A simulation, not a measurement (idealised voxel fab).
Process module heading - voxel air gaps
The figure presents cross-section cut, which has a width of 290 nm and is divided into square cells with an edge length of 5 nm.
We lay out every cross-section as a grid of square cells and spell it out in bands from the top down, where one band means one or more rows of cells.
Heights first: top, then bottom, in nm. Then materials, left to right, each with a width in nm. "edge to edge" on a single material: fills the band edge to edge. "empty": empty space.
A quick word on heights: they are counted from 0, and under that level the wafer as it came to us is one material throughout. The lowest band is different from the rest in having no bottom; it simply continues downward, written as in "0..down".
Quick explanation for "30->40": the width changes in equal steps down the rows of cells, from the first number in the band's top row to the second number in its bottom row.
"remained unchanged", as given for a step, is the statement that not any cell of the cross-section underwent a change during that step.
"Non-vented voids" - sealed voids, min. 8 cells, no opening to top; format: width x height at distance (distance from left edge; nm throughout).
Post-settings text on a step line: simulator's own remark regarding the step.
Regarding "overlay nm": on a step with a mask, it is the distance the mask lay to the right of its planned place; a negative value places it to the left.
Process steps foreseen in the plan:
step 1: RECEIVE | material Si
step 2: CONFORMAL_DEP | material SiO2 | thk nm 10
step 3: CONFORMAL_DEP | material SiCN | thk nm 5
step 4: DIRECTIONAL_DEP | material lowk | thk nm 40
step 5: PATTERN | tone open | mask id LINES | material resist | width nm 15 | pitch nm 40 | thk nm 15 | overlay nm 0
step 6: DIRECTIONAL_ETCH | etch materials lowk | depth nm 40
step 7: STRIP | etch materials resist
step 8: CONFORMAL_DEP | material TiN | thk nm 5
step 9: FILL_DEP | material Ru | thk nm 10
step 10: CMP | height nm 55
step 11: EPI | material Ru | thk nm 10
step 12: SELECTIVE_ETCH | etch materials lowk | depth nm 50
step 13: CONFORMAL_DEP | material SiCN | thk nm 5
first wafer, as planned:
Incoming wafer, cross-sectional view, post step 1:
    0..down | Si edge to edge
    Non-vented voids: none
Wafer section view after processing step 2:
    10..0 | SiO2 edge to edge
    Below a height of 0, the structure has not been altered.
Wafer section view after processing step 3:
    15..10 | SiCN edge to edge
    Below a height of 10, the structure has not been altered.
Wafer section view after processing step 4:
    55..15 | lowk edge to edge
    Below a height of 15, the structure has not been altered.
Wafer section view after processing step 5:
    70..55 | 95 resist, 15 empty, 25 resist, 15 empty, 25 resist, 15 empty, 100 resist
    Below a height of 55, the structure has not been altered.
Wafer section view after processing step 6:
    70..55 | 95 resist, 15 empty, 25 resist, 15 empty, 25 resist, 15 empty, 100 resist
    55..15 | 95 lowk, 15 empty, 25 lowk, 15 empty, 25 lowk, 15 empty, 100 lowk
    Below a height of 15, the structure has not been altered.
Wafer section view after processing step 7:
    55..15 | 95 lowk, 15 empty, 25 lowk, 15 empty, 25 lowk, 15 empty, 100 lowk
    Below a height of 15, the structure has not been altered.
Wafer section view after processing step 8:
    60..55 | 100 TiN, 5 empty, 35 TiN, 5 empty, 35 TiN, 5 empty, 105 TiN
    55..20 | 95 lowk, 5 TiN, 5 empty, 5 TiN, 25 lowk, 5 TiN, 5 empty, 5 TiN, 25 lowk, 5 TiN, 5 empty, 5 TiN, 100 lowk
    20..15 | 95 lowk, 15 TiN, 25 lowk, 15 TiN, 25 lowk, 15 TiN, 100 lowk
    Below a height of 15, the structure has not been altered.
Wafer section view after processing step 9:
    70..60 | Ru edge to edge
    60..55 | 100 TiN, 5 Ru, 35 TiN, 5 Ru, 35 TiN, 5 Ru, 105 TiN
    55..20 | 95 lowk, 5 TiN, 5 Ru, 5 TiN, 25 lowk, 5 TiN, 5 Ru, 5 TiN, 25 lowk, 5 TiN, 5 Ru, 5 TiN, 100 lowk
    Below a height of 20, the structure has not been altered.
Wafer section view after processing step 10:
    55..20 | 95 lowk, 5 TiN, 5 Ru, 5 TiN, 25 lowk, 5 TiN, 5 Ru, 5 TiN, 25 lowk, 5 TiN, 5 Ru, 5 TiN, 100 lowk
    Below a height of 20, the structure has not been altered.
Wafer section view after processing step 11:
    65..55 | 85 empty, 35 Ru, 5 empty, 35 Ru, 5 empty, 35 Ru, 90 empty
    Below a height of 55, the structure has not been altered.
Wafer section view after processing step 12:
    65..55 | 85 empty, 35 Ru, 5 empty, 35 Ru, 5 empty, 35 Ru, 90 empty
    55..20 | 95 empty, 5 TiN, 5 Ru, 5 TiN, 25 empty, 5 TiN, 5 Ru, 5 TiN, 25 empty, 5 TiN, 5 Ru, 5 TiN, 100 empty
    20..15 | 95 empty, 15 TiN, 25 empty, 15 TiN, 25 empty, 15 TiN, 100 empty
    Below a height of 15, the structure has not been altered.
Wafer section view after processing step 13:
    70..65 | 80 empty, 125 SiCN, 85 empty
    65..55 | 80 empty, 5 SiCN, 35 Ru, 5 SiCN, 35 Ru, 5 SiCN, 35 Ru, 5 SiCN, 85 empty
    55..50 | 80 empty, 15 SiCN, 5 TiN, 5 Ru, 5 TiN, 25 SiCN, 5 TiN, 5 Ru, 5 TiN, 25 SiCN, 5 TiN, 5 Ru, 5 TiN, 15 SiCN, 85 empty
    50..20 | 90 empty, 5 SiCN, 5 TiN, 5 Ru, 5 TiN, 5 SiCN, 15 empty, 5 SiCN, 5 TiN, 5 Ru, 5 TiN, 5 SiCN, 15 empty, 5 SiCN, 5 TiN, 5 Ru, 5 TiN, 5 SiCN, 95 empty
    20..15 | 95 SiCN, 15 TiN, 25 SiCN, 15 TiN, 25 SiCN, 15 TiN, 100 SiCN
    Below a height of 15, the structure has not been altered.
    Non-vented voids: 15 x 30 at 115; 15 x 30 at 155
The second wafer was prepared from the same starting point and under the same plan as the first; its processing contained one mistake, and it remains indistinguishable from the first wafer up to and including step 4:
Cross-section of the second wafer at the time step 5 of the plan should have ended:
    70..55 | 90 resist, 15 empty, 25 resist, 15 empty, 25 resist, 15 empty, 105 resist
    Below a height of 55, the structure has not been altered.
Cross-section of the second wafer at the time step 6 of the plan should have ended:
    70..55 | 90 resist, 15 empty, 25 resist, 15 empty, 25 resist, 15 empty, 105 resist
    55..15 | 90 lowk, 15 empty, 25 lowk, 15 empty, 25 lowk, 15 empty, 105 lowk
    Below a height of 15, the structure has not been altered.
Cross-section of the second wafer at the time step 7 of the plan should have ended:
    55..15 | 90 lowk, 15 empty, 25 lowk, 15 empty, 25 lowk, 15 empty, 105 lowk
    Below a height of 15, the structure has not been altered.
Cross-section of the second wafer at the time step 8 of the plan should have ended:
    60..55 | 95 TiN, 5 empty, 35 TiN, 5 empty, 35 TiN, 5 empty, 110 TiN
    55..20 | 90 lowk, 5 TiN, 5 empty, 5 TiN, 25 lowk, 5 TiN, 5 empty, 5 TiN, 25 lowk, 5 TiN, 5 empty, 5 TiN, 105 lowk
    20..15 | 90 lowk, 15 TiN, 25 lowk, 15 TiN, 25 lowk, 15 TiN, 105 lowk
    Below a height of 15, the structure has not been altered.
Cross-section of the second wafer at the time step 9 of the plan should have ended:
    70..60 | Ru edge to edge
    60..55 | 95 TiN, 5 Ru, 35 TiN, 5 Ru, 35 TiN, 5 Ru, 110 TiN
    55..20 | 90 lowk, 5 TiN, 5 Ru, 5 TiN, 25 lowk, 5 TiN, 5 Ru, 5 TiN, 25 lowk, 5 TiN, 5 Ru, 5 TiN, 105 lowk
    Below a height of 20, the structure has not been altered.
Cross-section of the second wafer at the time step 10 of the plan should have ended:
    55..20 | 90 lowk, 5 TiN, 5 Ru, 5 TiN, 25 lowk, 5 TiN, 5 Ru, 5 TiN, 25 lowk, 5 TiN, 5 Ru, 5 TiN, 105 lowk
    Below a height of 20, the structure has not been altered.
Cross-section of the second wafer at the time step 11 of the plan should have ended:
    65..55 | 80 empty, 35 Ru, 5 empty, 35 Ru, 5 empty, 35 Ru, 95 empty
    Below a height of 55, the structure has not been altered.
Cross-section of the second wafer at the time step 12 of the plan should have ended:
    65..55 | 80 empty, 35 Ru, 5 empty, 35 Ru, 5 empty, 35 Ru, 95 empty
    55..20 | 90 empty, 5 TiN, 5 Ru, 5 TiN, 25 empty, 5 TiN, 5 Ru, 5 TiN, 25 empty, 5 TiN, 5 Ru, 5 TiN, 105 empty
    20..15 | 90 empty, 15 TiN, 25 empty, 15 TiN, 25 empty, 15 TiN, 105 empty
    Below a height of 15, the structure has not been altered.
Cross-section of the second wafer at the time step 13 of the plan should have ended:
    70..65 | 75 empty, 125 SiCN, 90 empty
    65..55 | 75 empty, 5 SiCN, 35 Ru, 5 SiCN, 35 Ru, 5 SiCN, 35 Ru, 5 SiCN, 90 empty
    55..50 | 75 empty, 15 SiCN, 5 TiN, 5 Ru, 5 TiN, 25 SiCN, 5 TiN, 5 Ru, 5 TiN, 25 SiCN, 5 TiN, 5 Ru, 5 TiN, 15 SiCN, 90 empty
    50..20 | 85 empty, 5 SiCN, 5 TiN, 5 Ru, 5 TiN, 5 SiCN, 15 empty, 5 SiCN, 5 TiN, 5 Ru, 5 TiN, 5 SiCN, 15 empty, 5 SiCN, 5 TiN, 5 Ru, 5 TiN, 5 SiCN, 100 empty
    20..15 | 90 SiCN, 15 TiN, 25 SiCN, 15 TiN, 25 SiCN, 15 TiN, 105 SiCN
    Below a height of 15, the structure has not been altered.
    Non-vented voids: 15 x 30 at 110; 15 x 30 at 150
Deviation from plan: in deviation from the planned setting, step 5 was conducted as PATTERN | tone open | mask id LINES | material resist | width nm 15 | pitch nm 40 | thk nm 15 | overlay nm -5
So at the finish, the second wafer's got exactly as many cells of each material as the first, just not in the same spots.
